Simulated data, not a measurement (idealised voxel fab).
process module | voxel self aligned contacts
cross-section cut | 230 nm wide | cells 5 nm
A cross-section is a grid of square cells, given in bands from the top down. A band is one or more rows of cells.
Each band's line starts with the height of the band's top and of its bottom, in nm. Then come its materials from left to right, each with its width in nm. One material with "throughout" fills the band from edge to edge. "air" is empty space.
Height 0 is the level under which the wafer as received is all one material. The lowest band goes on downwards, as in "0 down".
A width such as "30 to 40" changes by the same amount from each row of cells to the next, from the band's top row to its bottom row.
"no change" after a step means that no cell of the cross-section changed.
closed voids: empty space of 8 cells or more with no open way to the top, each as width x height at its distance from the left edge, in nm
after a step's settings: what the simulator itself notes on the step
overlay nm, on a step with a mask: how far to the right of its planned place the mask lay; to the left if negative
plan
1 op RECEIVE | material Si
2 op CONFORMAL_DEP | material SiO2 | thk nm 5
3 op DIRECTIONAL_DEP | material polySi | thk nm 20
4 op DIRECTIONAL_DEP | material SiN | thk nm 15
5 op DIRECTIONAL_DEP | material aC | thk nm 15
6 op PATTERN | tone cover | mask id GATE | material resist | width nm 25 | pitch nm 50 | thk nm 30 | overlay nm 0
7 op DIRECTIONAL_ETCH | etch materials aC | depth nm 15
8 op STRIP | etch materials resist
9 op DIRECTIONAL_ETCH | etch materials SiN | depth nm 15
10 op DIRECTIONAL_ETCH | etch materials polySi | depth nm 20
11 op STRIP | etch materials aC
12 op CONFORMAL_DEP | material SiN | thk nm 5
13 op DIRECTIONAL_ETCH | etch materials SiN | depth nm 5
14 op FILL_DEP | material SiO2 | thk nm 15
15 op CMP | height nm 50
16 op PATTERN | tone open | mask id CONTACT | material resist | width nm 35 | thk nm 15 | overlay nm 0
17 op DIRECTIONAL_ETCH | etch materials SiO2 | depth nm 50
18 op STRIP | etch materials resist
19 op CONFORMAL_DEP | material TiN | thk nm 5
20 op FILL_DEP | material Ru | thk nm 10
21 op CMP | height nm 40
22 op CONFORMAL_DEP | material SiN | thk nm 5
varied across the wafers: height nm of step 21. The plan shows the first wafer's value. All wafers start alike
first wafer as received, after step 1
  0 down: Si throughout
  closed voids: none
first wafer at the end, after step 22
  45 to 40: SiN throughout
  40 to 25: SiO2 70 | SiN 35 | TiN 5 | Ru 5 | TiN 5 | SiN 35 | SiO2 75
  25 to 5: SiO2 70 | SiN 5 | polySi 25 | SiN 5 | TiN 5 | Ru 5 | TiN 5 | SiN 5 | polySi 25 | SiN 5 | SiO2 75
  5 to 0: SiO2 105 | TiN 15 | SiO2 110
  0 down: Si throughout
  closed voids: none
last wafer at the end
  70 to 65: SiN throughout
  65 to 55: Ru throughout
  55 to 50: TiN 100 | Ru 25 | TiN 105
  50 to 40: SiO2 95 | TiN 5 to 15 | Ru 25 to 5 | TiN 5 to 15 | SiO2 100
  40 to 25: SiO2 70 | SiN 35 | TiN 5 | Ru 5 | TiN 5 | SiN 35 | SiO2 75
  25 to 5: SiO2 70 | SiN 5 | polySi 25 | SiN 5 | TiN 5 | Ru 5 | TiN 5 | SiN 5 | polySi 25 | SiN 5 | SiO2 75
  5 to 0: SiO2 105 | TiN 15 | SiO2 110
  0 down: Si throughout
  closed voids: none
each wafer at the end: cells of each material gained (+) or lost (-) since it was received, then its closed voids
height nm 40 | +7 Ru | +104 SiN | +246 SiO2 | +17 TiN | +40 polySi | closed voids: none
height nm 45 | +8 Ru | +104 SiN | +285 SiO2 | +23 TiN | +40 polySi | closed voids: none
height nm 50 | +13 Ru | +104 SiN | +324 SiO2 | +25 TiN | +40 polySi | closed voids: none
height nm 55 | +18 Ru | +104 SiN | +324 SiO2 | +66 TiN | +40 polySi | closed voids: none
height nm 60 | +64 Ru | +104 SiN | +324 SiO2 | +66 TiN | +40 polySi | closed voids: none
height nm 65 | +110 Ru | +104 SiN | +324 SiO2 | +66 TiN | +40 polySi | closed voids: none
